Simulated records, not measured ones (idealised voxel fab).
Process module name: voxel ribs on slabs
Square cell edge 5 nm, section width 250 nm, ID cut.
In what follows, cross-sections appear as grids of square cells, described through bands that run from the top down, where every band is one or more rows of cells. Within each band entry, the heights of the top and of the bottom of the band appear first, in that order and in nm; the materials of the band then follow from left to right, each with its corresponding width in nm. The designation "full width" on a single material indicates that it fills the band from edge to edge; the designation "empty" indicates empty space. Where do heights start? At 0: under that level the wafer as delivered is made of one material only. And the lowest band has no floor; it just carries on downward, as in "from 0 down". A width given as "30->40" starts at the first number in the band's top row and ends at the second number in its bottom row, shifting by an equal amount at every step from row to row. For the purposes of this document, the phrase "nothing different" attached to a step denotes that no cell within the cross-section was modified by that step. Voids not open to the top, 8 cells minimum: see "Enclosed internal cavities". Written width x height at distance; distance is from the left edge; nm. Heads up: the bit after the settings on a step's line is the simulator's remark on that step. When a step includes a mask, the "overlay nm" setting on its line states how far to the right of its planned place that mask lay, and negative values state how far to the left.
This section lists the process steps that were planned
step 1: RECEIVE,material Si
step 2: DIRECTIONAL_DEP,material SiO2,thk nm 20
step 3: DIRECTIONAL_DEP,material SiN,thk nm 25
step 4: PATTERN,tone cover,mask id RIB,material resist,width nm 25,thk nm 15,overlay nm 0
step 5: DIRECTIONAL_ETCH,etch materials SiN,depth nm 5
step 6: STRIP,etch materials resist
step 7: DIRECTIONAL_DEP,material aC,thk nm 10
step 8: PATTERN,tone cover,mask id SLAB,material resist,width nm 55,thk nm 25,overlay nm 0
step 9: DIRECTIONAL_ETCH,etch materials aC,depth nm 10
step 10: STRIP,etch materials resist
step 11: DIRECTIONAL_ETCH,etch materials SiN,depth nm 20
step 12: STRIP,etch materials aC
step 13: FILL_DEP,material SiO2,thk nm 25
step 14: CMP,height nm 65
step 15: DIRECTIONAL_DEP,material TiN,thk nm 10
step 16: DIRECTIONAL_DEP,material aC,thk nm 15
step 17: PATTERN,tone cover,mask id HEATER,material resist,width nm 35,thk nm 35,overlay nm 0
step 18: DIRECTIONAL_ETCH,etch materials aC,depth nm 15
step 19: STRIP,etch materials resist
step 20: DIRECTIONAL_ETCH,etch materials TiN,depth nm 10
step 21: STRIP,etch materials aC
step 22: CONFORMAL_DEP,material SiN,thk nm 10
Cross-section of the wafer at receipt, which is the condition after step 1
	from 0 down = Si full width
	Enclosed internal cavities: none
The first of the two wafers as seen in cross-section once the module was finished; processing followed the plan
	from 85 to 75 = empty: 95, SiN: 55, empty: 100
	from 75 to 65 = SiN: 105, TiN: 35, SiN: 110
	from 65 to 45 = SiO2 full width
	from 45 to 40 = SiO2: 110, SiN: 25, SiO2: 115
	from 40 to 20 = SiO2: 95, SiN: 55, SiO2: 100
	from 20 to 0 = SiO2 full width
	from 0 down = Si full width
	Enclosed internal cavities: none
Same start, same plan as the first wafer - but one mistake in the run. Cross-section of the second of the two at the end of the module
	from 85 to 75 = empty: 95, SiN: 55, empty: 100
	from 75 to 65 = SiN: 105, TiN: 35, SiN: 110
	from 65 to 60 = SiO2: 110, SiN: 25, SiO2: 115
	from 60 to 40 = SiO2: 95, SiN: 55, SiO2: 100
	from 40 to 0 = SiO2 full width
	from 0 down = Si full width
	Enclosed internal cavities: none
Heads up, the wafer didn't run the way we planned it: twice over, step 2 of the plan was run
Same inventory, different map: at the end, the second wafer holds as many cells of each material as the first, placed elsewhere.
